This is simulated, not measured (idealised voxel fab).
You're looking at the process module voxel tone inversion.
It is cross-section cut that appears here, measuring 195 nm in width, its square cells being 5 nm in size.
The cross-sections in this document take the form of a grid made of square cells. They are written out as bands, in order from top to bottom. Each band consists of one or more rows of cells.
The entry gives the band's vertical extent as a top height and a bottom height in nm, then its horizontal make-up as materials from left to right, each with a width in nm. "blank" stands for empty space; a single material marked "everywhere" fills the band edge to edge.
Heads up on the height convention: 0 is the point under which the incoming wafer is all one material, and the lowest band has no bottom, it just keeps going down, like "0..down".
Width "30 to 40": first value at the band's top row of cells, second value at its bottom row, equal change from row to row.
Given "no change occurred" for a step, no cell of the cross-section differs between before and after that step.
"Catalogued sealed voids" specifies each empty space that is not open to the top and that occupies no fewer than 8 cells, using the form width x height at distance, the distance measured from the left edge and all three quantities in nm.
Heads up: the bit after the settings on a step's line is the simulator's remark on that step.
Regarding "overlay nm": on a step with a mask, it is the distance the mask lay to the right of its planned place; a negative value places it to the left.

THE PLANNED PROCESS STEPS ARE ENUMERATED HEREUNDER
1. RECEIVE (material Si)
2. CONFORMAL_DEP (material SiCN; thk nm 10)
3. DIRECTIONAL_DEP (material polySi; thk nm 15)
4. PATTERN (tone cover; mask id POSTS; material resist; width nm 20; pitch nm 35; thk nm 25; overlay nm 0)
5. DIRECTIONAL_ETCH (etch materials polySi; depth nm 15)
6. STRIP (etch materials resist)
7. FILL_DEP (material SiO2; thk nm 5)
8. CMP (height nm 25)
9. STRIP (etch materials polySi)
10. CONFORMAL_DEP (material TiN; thk nm 5)
11. FILL_DEP (material Cu; thk nm 5)
12. CMP (height nm 25)
13. CONFORMAL_DEP (material SiCN; thk nm 5)

HERE'S WHAT THE WAFER LOOKED LIKE IN CROSS-SECTION WHEN IT ARRIVED - THAT'S AFTER STEP 1
0..down: Si everywhere
Catalogued sealed voids: none

SECTIONED VIEW, FIRST OF TWO WAFERS, AT THE CLOSE OF THE MODULE, PROCESSED AS INTENDED IN THE PLAN
30..25: SiCN everywhere
25..15: SiO2 (35), then TiN (5), then Cu (10), then TiN (5), then SiO2 (15), then TiN (5), then Cu (10), then TiN (5), then SiO2 (15), then TiN (5), then Cu (10), then TiN (5), then SiO2 (15), then TiN (5), then Cu (10), then TiN (5), then SiO2 (35)
15..10: SiO2 (35), then TiN (20), then SiO2 (15), then TiN (20), then SiO2 (15), then TiN (20), then SiO2 (15), then TiN (20), then SiO2 (35)
10..0: SiCN everywhere
0..down: Si everywhere
Catalogued sealed voids: none

SECOND WAFER THROUGH THE MODULE, SECTIONED AT THE END: SAME BEGINNING AND SAME PLAN AS THE FIRST WAFER, WITH ONE MISTAKE IN CARRYING IT OUT
30..15: SiCN everywhere
15..0: polySi everywhere
0..down: Si everywhere
Catalogued sealed voids: none
Diagnosis: steps 2 and 3 were swapped
End of process, cell counts, second wafer against first, materials with more or fewer: 16 fewer of Cu; 69 fewer of SiO2; 32 fewer of TiN; 117 more of polySi
